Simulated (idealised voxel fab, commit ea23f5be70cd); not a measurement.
Name of the process module below: voxel transistor to metal
cross-section cut | 185 nm wide | cells 5 nm
How to read a cross-section here: the picture is a grid of square cells, written as bands going from the top down, and any band can span one or more rows of cells. The band entry comprises the height of the band's top followed by the height of its bottom, expressed in nm, and subsequently the band's materials from left to right, each stated together with its width in nm. Where a single material is marked with the word "edge to edge", that material fills the band from edge to edge. The word "empty" represents empty space. Height reference: 0 = level under which incoming wafer is all one material. Lowest band: no bottom, runs on downward, e.g. "0 -> down". Width "30 to 40": first value at the band's top row of cells, second value at its bottom row, equal change from row to row. The designation "all unchanged", where it is given for a processing step, indicates that no cell of the cross-section was altered in the course of that step. The entry "Enclosed void entries" lists the empty spaces that cover at least 8 cells and have no open path to the top. Each is written as width x height at distance, where the distance is measured from the left edge and all three values are in nm. Heads up: the bit after the settings on a step's line is the simulator's remark on that step. overlay nm: mask offset rightward from planned place, masked step; negative means leftward offset.

**Process steps (planned)**
1,RECEIVE [material Si]
2,CONFORMAL_DEP [material SiO2] [thk nm 5]
3,CONFORMAL_DEP [material SiN] [thk nm 10]
4,MASKED_ETCH [tone cover] [mask id ACTIVE] [width nm 105] [etch materials SiN] [depth nm 10] [overlay nm 0]
5,MASKED_ETCH [tone cover] [mask id ACTIVE] [width nm 105] [etch materials SiO2] [depth nm 5] [overlay nm 0]
6,MASKED_ETCH [tone cover] [mask id ACTIVE] [width nm 105] [etch materials Si] [depth nm 20] [overlay nm 0]
7,OXIDIZE [depth nm 5]
8,FILL_DEP [material SiO2] [thk nm 5]
9,CMP [height nm 15]
10,SELECTIVE_ETCH [etch materials SiO2] [depth nm 10]
11,STRIP [etch materials SiN]
12,SELECTIVE_ETCH [etch materials SiO2] [depth nm 5]
13,OXIDIZE [depth nm 5]
14,DIRECTIONAL_DEP [material polySi] [thk nm 25]
15,DIRECTIONAL_DEP [material SiCN] [thk nm 15]
16,DIRECTIONAL_DEP [material aC] [thk nm 10]
17,PATTERN [tone cover] [mask id GATE] [material resist] [width nm 15] [thk nm 30] [overlay nm 0]
18,DIRECTIONAL_ETCH [etch materials aC] [depth nm 10]
19,STRIP [etch materials resist]
20,DIRECTIONAL_ETCH [etch materials SiCN] [depth nm 25]
21,DIRECTIONAL_ETCH [etch materials polySi] [depth nm 35]
22,STRIP [etch materials aC]
23,CONFORMAL_DEP [material SiO2] [thk nm 5]
24,DIRECTIONAL_ETCH [etch materials SiO2] [depth nm 5]
25,CONFORMAL_DEP [material SiN] [thk nm 5]
26,DIRECTIONAL_ETCH [etch materials SiN] [depth nm 5]
27,DIRECTIONAL_ETCH [etch materials SiO2] [depth nm 5]
28,DIRECTIONAL_ETCH [etch materials Si] [depth nm 5]
29,EPI [material pSi] [thk nm 10]
30,FILL_DEP [material SiO2] [thk nm 10]
31,CMP [height nm 40]
32,DIRECTIONAL_DEP [material SiO2] [thk nm 10]
33,PATTERN [tone open] [mask id CONTACT] [material resist] [width nm 20] [pitch nm 75] [thk nm 15] [overlay nm 0]
34,DIRECTIONAL_ETCH [etch materials SiO2] [depth nm 50]
35,STRIP [etch materials resist]
36,CONFORMAL_DEP [material TiN] [thk nm 5]
37,FILL_DEP [material W] [thk nm 10]
38,CMP [height nm 50]
39,DIRECTIONAL_DEP [material TiN] [thk nm 5]
40,DIRECTIONAL_DEP [material Ru] [thk nm 25]
41,DIRECTIONAL_DEP [material aC] [thk nm 10]
42,PATTERN [tone cover] [mask id METAL_1] [material resist] [width nm 20] [pitch nm 75] [thk nm 30] [overlay nm 0]
43,DIRECTIONAL_ETCH [etch materials aC] [depth nm 10]
44,STRIP [etch materials resist]
45,DIRECTIONAL_ETCH [etch materials Ru] [depth nm 25]
46,DIRECTIONAL_ETCH [etch materials TiN] [depth nm 5]
47,STRIP [etch materials aC]
48,CONFORMAL_DEP [material SiN] [thk nm 5]
49,FILL_DEP [material lowk] [thk nm 5]
50,CMP [height nm 80]
51,CONFORMAL_DEP [material SiCN] [thk nm 5]

**Wafer cross-section on receipt, i.e. after step 1**
> 0 -> down | Si edge to edge
> Enclosed void entries: none

**Here's the cross-section of the first of our two wafers at the end of the module - it ran as planned**
> 85 -> 80 | SiCN edge to edge
> 80 -> 55 | 40 of lowk, then 5 of SiN, then 20 of Ru, then 5 of SiN, then 45 of lowk, then 5 of SiN, then 20 of Ru, then 5 of SiN, then 40 of lowk
> 55 -> 50 | 45 of SiN, then 20 of TiN, then 55 of SiN, then 20 of TiN, then 45 of SiN
> 50 -> 40 | 45 of SiO2, then 5 of TiN, then 10 of W, then 5 of TiN, then 55 of SiO2, then 5 of TiN, then 10 of W, then 5 of TiN, then 45 of SiO2
> 40 -> 25 | 45 of SiO2, then 5 of TiN, then 10 of W, then 5 of TiN, then 10 of SiO2, then 5 of SiN, then 5 of SiO2, then 15 of SiCN, then 5 of SiO2, then 5 of SiN, then 10 of SiO2, then 5 of TiN, then 10 of W, then 5 of TiN, then 45 of SiO2
> 25 -> 5 | 45 of SiO2, then 5 of TiN, then 10 of W, then 5 of TiN, then 10 of SiO2, then 5 of SiN, then 5 of SiO2, then 15 of polySi, then 5 of SiO2, then 5 of SiN, then 10 of SiO2, then 5 of TiN, then 10 of W, then 5 of TiN, then 45 of SiO2
> 5 -> 0 | 45 of SiO2, then 20 of TiN, then 10 of pSi, then 5 of SiN, then 5 of SiO2, then 15 of polySi, then 5 of SiO2, then 5 of SiN, then 10 of pSi, then 20 of TiN, then 45 of SiO2
> 0 -> -5 | 40 of SiO2, then 35 of pSi, then 35 of SiO2, then 35 of pSi, then 40 of SiO2
> -5 -> -10 | 45 of SiO2, then 30 of pSi, then 35 of Si, then 30 of pSi, then 45 of SiO2
> -10 -> -25 | 45 of SiO2, then 95 of Si, then 45 of SiO2
> -25 -> down | Si edge to edge
> Enclosed void entries: none

**Wafer two, sectioned after the module: the first wafer's start, the first wafer's plan, and one mistake in how it was run**
> 85 -> 80 | SiCN edge to edge
> 80 -> 55 | 40 of lowk, then 5 of SiN, then 20 of Ru, then 5 of SiN, then 45 of lowk, then 5 of SiN, then 20 of Ru, then 5 of SiN, then 40 of lowk
> 55 -> 50 | 45 of SiN, then 20 of TiN, then 55 of SiN, then 20 of TiN, then 45 of SiN
> 50 -> 40 | 45 of SiO2, then 5 of TiN, then 10 of W, then 5 of TiN, then 55 of SiO2, then 5 of TiN, then 10 of W, then 5 of TiN, then 45 of SiO2
> 40 -> 35 | 45 of SiO2, then 5 of TiN, then 10 of W, then 5 of TiN, then 10 of SiO2, then 5 of SiN, then 5 of SiO2, then 15 of SiCN, then 5 of SiO2, then 5 of SiN, then 10 of SiO2, then 5 of TiN, then 10 of W, then 5 of TiN, then 45 of SiO2
> 35 -> 30 | 45 of SiO2, then 20 of TiN, then 10 of SiO2, then 5 of SiN, then 5 of SiO2, then 15 of SiCN, then 5 of SiO2, then 5 of SiN, then 10 of SiO2, then 20 of TiN, then 45 of SiO2
> 30 -> 25 | SiCN edge to edge
> 25 -> 0 | polySi edge to edge
> 0 -> -5 | SiO2 edge to edge
> -5 -> -25 | 45 of SiO2, then 95 of Si, then 45 of SiO2
> -25 -> down | Si edge to edge
> Enclosed void entries: none
Error vs. plan: step 15 of the plan was twice carried out
Final tally in cells, some materials are higher or lower on the second wafer than on the first: 12 more of Si | 34 more of SiCN | 12 fewer of SiN | 126 fewer of SiO2 | 24 fewer of TiN | 24 fewer of W | 30 fewer of pSi | 170 more of polySi
